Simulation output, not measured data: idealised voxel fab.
process module | voxel air gaps
cross-section cut | 300 nm wide | cells 5 nm
A cross-section is a grid of square cells, given in bands from the top down. A band is one or more rows of cells.
Each band's line starts with the height of the band's top and of its bottom, in nm. Then come its materials from left to right, each with its width in nm. One material with "throughout" fills the band from edge to edge. "air" is empty space.
Height 0 is the level under which the wafer as received is all one material. The lowest band goes on downwards, as in "0 down".
A width such as "30 to 40" changes by the same amount from each row of cells to the next, from the band's top row to its bottom row.
"no change" after a step means that no cell of the cross-section changed.
closed voids: empty space of 8 cells or more with no open way to the top, each as width x height at its distance from the left edge, in nm
after a step's settings: what the simulator itself notes on the step
overlay nm, on a step with a mask: how far to the right of its planned place the mask lay; to the left if negative
plan
1 op RECEIVE | material Si
2 op CONFORMAL_DEP | material SiO2 | thk nm 10
3 op CONFORMAL_DEP | material SiCN | thk nm 5
4 op DIRECTIONAL_DEP | material SiO2 | thk nm 40
5 op MASKED_ETCH | tone open | mask id LINES | width nm 15 | pitch nm 50 | etch materials SiO2 | depth nm 40 | overlay nm 0
6 op CONFORMAL_DEP | material TiN | thk nm 5
7 op FILL_DEP | material Ru | thk nm 10
8 op CMP | height nm 55
9 op EPI | material Ru | thk nm 10
10 op SELECTIVE_ETCH | etch materials SiO2 | depth nm 50
11 op CONFORMAL_DEP | material SiCN | thk nm 5
varied across the wafers: width nm of step 5. The plan shows the first wafer's value. All wafers start alike
first wafer as received, after step 1
  0 down: Si throughout
  closed voids: none
first wafer at the end, after step 11
  70 to 65: air 75 | SiCN 45 | air 5 | SiCN 45 | air 5 | SiCN 45 | air 80
  65 to 55: air 75 | SiCN 5 | Ru 35 | SiCN 5 | air 5 | SiCN 5 | Ru 35 | SiCN 5 | air 5 | SiCN 5 | Ru 35 | SiCN 5 | air 80
  55 to 50: air 75 | SiCN 15 | TiN 5 | Ru 5 | TiN 5 | SiCN 15 | air 5 | SiCN 15 | TiN 5 | Ru 5 | TiN 5 | SiCN 15 | air 5 | SiCN 15 | TiN 5 | Ru 5 | TiN 5 | SiCN 15 | air 80
  50 to 20: air 85 | SiCN 5 | TiN 5 | Ru 5 | TiN 5 | SiCN 5 | air 25 | SiCN 5 | TiN 5 | Ru 5 | TiN 5 | SiCN 5 | air 25 | SiCN 5 | TiN 5 | Ru 5 | TiN 5 | SiCN 5 | air 90
  20 to 15: SiCN 90 | TiN 15 | SiCN 35 | TiN 15 | SiCN 35 | TiN 15 | SiCN 95
  15 to 10: SiCN throughout
  10 to 0: SiO2 throughout
  0 down: Si throughout
  closed voids: none
last wafer at the end
  70 to 65: air 65 | SiCN 165 | air 70
  65 to 55: air 65 | SiCN 5 | Ru 155 | SiCN 5 | air 70
  55 to 50: air 65 | SiCN 15 | TiN 5 | Ru 25 | TiN 5 | SiO2 15 | TiN 5 | Ru 25 | TiN 5 | SiO2 15 | TiN 5 | Ru 25 | TiN 5 | SiCN 15 | air 70
  50 to 20: air 75 | SiCN 5 | TiN 5 | Ru 25 | TiN 5 | SiO2 15 | TiN 5 | Ru 25 | TiN 5 | SiO2 15 | TiN 5 | Ru 25 | TiN 5 | SiCN 5 | air 80
  20 to 15: SiCN 80 | TiN 35 | SiO2 15 | TiN 35 | SiO2 15 | TiN 35 | SiCN 85
  15 to 10: SiCN throughout
  10 to 0: SiO2 throughout
  0 down: Si throughout
  closed voids: none
each wafer at the end: cells of each material gained (+) or lost (-) since it was received, then its closed voids
width nm 15 | +63 Ru | +204 SiCN | +120 SiO2 | +51 TiN | closed voids: none
width nm 20 | +90 Ru | +204 SiCN | +120 SiO2 | +54 TiN | closed voids: 20 x 30 at 115; 20 x 30 at 165
width nm 25 | +117 Ru | +196 SiCN | +120 SiO2 | +57 TiN | closed voids: 15 x 30 at 115; 15 x 30 at 165
width nm 30 | +144 Ru | +148 SiCN | +184 SiO2 | +60 TiN | closed voids: none
width nm 35 | +167 Ru | +148 SiCN | +168 SiO2 | +63 TiN | closed voids: none
